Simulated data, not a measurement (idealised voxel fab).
voxel self aligned vias: a process module
It is cross-section cut that appears here, measuring 195 nm in width, its square cells being 5 nm in size.
A cross-section is written here as square cells arranged in a grid, and it is given in bands from the top down, each band taking up one or more rows of cells. First you get the band's top height and its bottom height, in nm, and then the materials it's made of, left to right, with each width in nm. If you see a single material with "edge to edge", that one covers the band edge to edge. "empty" is empty space. A quick word on heights: they are counted from 0, and under that level the wafer as it came to us is one material throughout. The lowest band is different from the rest in having no bottom; it simply continues downward, written as in "0 nm and below". You'd read "30..40" like this: the band's top row of cells is as wide as the first number, its bottom row is as wide as the second, and going down, every row changes width by the same amount as the row before did. Take "nothing got changed" at face value: in the step it is given for, the cross-section changed in none of its cells. Closed empty spaces (no open way to the top) of 8 cells or more are what "Enclosed empty spaces" lists, each as width x height at distance from the left edge, nm for all three. Whatever follows a step's settings on its line is a remark the simulator itself makes about that step. If you see "overlay nm" on a step's line and that step has a mask, it's telling you how far right of where it was planned the mask ended up; a negative number means it went left instead.
### Listed below are the process steps as planned
| 1 | RECEIVE | material Si |
| 2 | CONFORMAL_DEP | material SiO2 | thk nm 15 |
| 3 | CONFORMAL_DEP | material SiCN | thk nm 5 |
| 4 | DIRECTIONAL_DEP | material SiO2 | thk nm 25 |
| 5 | MASKED_ETCH | tone open | mask id LINES | width nm 25 | pitch nm 65 | etch materials SiO2 | depth nm 25 | overlay nm 0 |
| 6 | CONFORMAL_DEP | material TiN | thk nm 5 |
| 7 | FILL_DEP | material Ru | thk nm 10 |
| 8 | CMP | height nm 45 |
| 9 | SELECTIVE_ETCH | etch materials W Ru TiN | depth nm 5 |
| 10 | FILL_DEP | material SiN | thk nm 5 |
| 11 | CMP | height nm 45 |
| 12 | DIRECTIONAL_DEP | material SiO2 | thk nm 15 |
| 13 | DIRECTIONAL_DEP | material aC | thk nm 10 |
| 14 | PATTERN | tone open | mask id VIAS | material resist | width nm 35 | thk nm 30 | overlay nm 0 |
| 15 | DIRECTIONAL_ETCH | etch materials aC | depth nm 10 |
| 16 | STRIP | etch materials resist |
| 17 | DIRECTIONAL_ETCH | etch materials SiO2 | depth nm 15 |
| 18 | DIRECTIONAL_ETCH | etch materials SiN | depth nm 5 |
| 19 | STRIP | etch materials aC |
| 20 | CONFORMAL_DEP | material TiN | thk nm 5 |
| 21 | FILL_DEP | material Ru | thk nm 10 |
| 22 | CMP | height nm 60 |
| 23 | CONFORMAL_DEP | material SiN | thk nm 5 |
### First of two wafers, with the run carried out as planned
### Cross-section of the incoming wafer, state after step 1
	0 nm and below = Si edge to edge
	Enclosed empty spaces: none
### Step 2 done - wafer cross-section
	15 nm to 0 nm = SiO2 edge to edge
	All layers under 0 are left as they were.
### Step 3 done - wafer cross-section
	20 nm to 15 nm = SiCN edge to edge
	All layers under 15 are left as they were.
### Step 4 done - wafer cross-section
	45 nm to 20 nm = SiO2 edge to edge
	All layers under 20 are left as they were.
### Step 5 done - wafer cross-section
	45 nm to 20 nm = SiO2 50 nm, then empty 25 nm, then SiO2 40 nm, then empty 25 nm, then SiO2 55 nm
	All layers under 20 are left as they were.
### Step 6 done - wafer cross-section
	50 nm to 45 nm = TiN 55 nm, then empty 15 nm, then TiN 50 nm, then empty 15 nm, then TiN 60 nm
	45 nm to 25 nm = SiO2 50 nm, then TiN 5 nm, then empty 15 nm, then TiN 5 nm, then SiO2 40 nm, then TiN 5 nm, then empty 15 nm, then TiN 5 nm, then SiO2 55 nm
	25 nm to 20 nm = SiO2 50 nm, then TiN 25 nm, then SiO2 40 nm, then TiN 25 nm, then SiO2 55 nm
	All layers under 20 are left as they were.
### Step 7 done - wafer cross-section
	60 nm to 50 nm = Ru edge to edge
	50 nm to 45 nm = TiN 55 nm, then Ru 15 nm, then TiN 50 nm, then Ru 15 nm, then TiN 60 nm
	45 nm to 25 nm = SiO2 50 nm, then TiN 5 nm, then Ru 15 nm, then TiN 5 nm, then SiO2 40 nm, then TiN 5 nm, then Ru 15 nm, then TiN 5 nm, then SiO2 55 nm
	All layers under 25 are left as they were.
### Step 8 done - wafer cross-section
	45 nm to 25 nm = SiO2 50 nm, then TiN 5 nm, then Ru 15 nm, then TiN 5 nm, then SiO2 40 nm, then TiN 5 nm, then Ru 15 nm, then TiN 5 nm, then SiO2 55 nm
	All layers under 25 are left as they were.
### Step 9 done - wafer cross-section
	45 nm to 40 nm = SiO2 50 nm, then empty 25 nm, then SiO2 40 nm, then empty 25 nm, then SiO2 55 nm
	All layers under 40 are left as they were.
### Step 10 done - wafer cross-section
	50 nm to 45 nm = SiN edge to edge
	45 nm to 40 nm = SiO2 50 nm, then SiN 25 nm, then SiO2 40 nm, then SiN 25 nm, then SiO2 55 nm
	All layers under 40 are left as they were.
### Step 11 done - wafer cross-section
	45 nm to 40 nm = SiO2 50 nm, then SiN 25 nm, then SiO2 40 nm, then SiN 25 nm, then SiO2 55 nm
	All layers under 40 are left as they were.
### Step 12 done - wafer cross-section
	60 nm to 45 nm = SiO2 edge to edge
	All layers under 45 are left as they were.
### Step 13 done - wafer cross-section
	70 nm to 60 nm = aC edge to edge
	All layers under 60 are left as they were.
### Step 14 done - wafer cross-section
	100 nm to 70 nm = resist 45 nm, then empty 35 nm, then resist 115 nm
	All layers under 70 are left as they were.
### Step 15 done - wafer cross-section
	90 nm to 70 nm = resist 45 nm, then empty 35 nm, then resist 115 nm
	70 nm to 60 nm = aC 45 nm, then empty 35 nm, then aC 115 nm
	All layers under 60 are left as they were.
### Step 16 done - wafer cross-section
	70 nm to 60 nm = aC 45 nm, then empty 35 nm, then aC 115 nm
	All layers under 60 are left as they were.
### Step 17 done - wafer cross-section
	70 nm to 60 nm = aC 45 nm, then empty 35 nm, then aC 115 nm
	60 nm to 45 nm = SiO2 45 nm, then empty 35 nm, then SiO2 115 nm
	All layers under 45 are left as they were.
### Step 18 done - wafer cross-section
	70 nm to 60 nm = aC 45 nm, then empty 35 nm, then aC 115 nm
	60 nm to 45 nm = SiO2 45 nm, then empty 35 nm, then SiO2 115 nm
	45 nm to 40 nm = SiO2 50 nm, then empty 25 nm, then SiO2 40 nm, then SiN 25 nm, then SiO2 55 nm
	All layers under 40 are left as they were.
### Step 19 done - wafer cross-section
	60 nm to 45 nm = SiO2 45 nm, then empty 35 nm, then SiO2 115 nm
	All layers under 45 are left as they were.
### Step 20 done - wafer cross-section
	65 nm to 60 nm = TiN 50 nm, then empty 25 nm, then TiN 120 nm
	60 nm to 50 nm = SiO2 45 nm, then TiN 5 nm, then empty 25 nm, then TiN 5 nm, then SiO2 115 nm
	50 nm to 45 nm = SiO2 45 nm, then TiN 10 nm, then empty 15 nm, then TiN 10 nm, then SiO2 115 nm
	45 nm to 40 nm = SiO2 50 nm, then TiN 25 nm, then SiO2 40 nm, then SiN 25 nm, then SiO2 55 nm
	All layers under 40 are left as they were.
### Step 21 done - wafer cross-section
	75 nm to 65 nm = Ru edge to edge
	65 nm to 60 nm = TiN 50 nm, then Ru 25 nm, then TiN 120 nm
	60 nm to 50 nm = SiO2 45 nm, then TiN 5 nm, then Ru 25 nm, then TiN 5 nm, then SiO2 115 nm
	50 nm to 45 nm = SiO2 45 nm, then TiN 10 nm, then Ru 15 nm, then TiN 10 nm, then SiO2 115 nm
	All layers under 45 are left as they were.
### Step 22 done - wafer cross-section
	60 nm to 50 nm = SiO2 45 nm, then TiN 5 nm, then Ru 25 nm, then TiN 5 nm, then SiO2 115 nm
	All layers under 50 are left as they were.
### Step 23 done - wafer cross-section
	65 nm to 60 nm = SiN edge to edge
	All layers under 60 are left as they were.
### The second wafer was prepared from the same starting point and under the same plan as the first; its processing contained one mistake, and it remains indistinguishable from the first wafer up to and including step 22
### Second wafer at the planned finish of step 23, seen in cross-section
	75 nm to 60 nm = SiN edge to edge
	All layers under 60 are left as they were.
Deviation noted in wafer processing: step 23, actual vs plan mismatch, actual run CONFORMAL_DEP | material SiN | thk nm 15
Bottom line after processing is that, in cells, the second wafer is up or down on some materials versus the first: SiN: 78 more
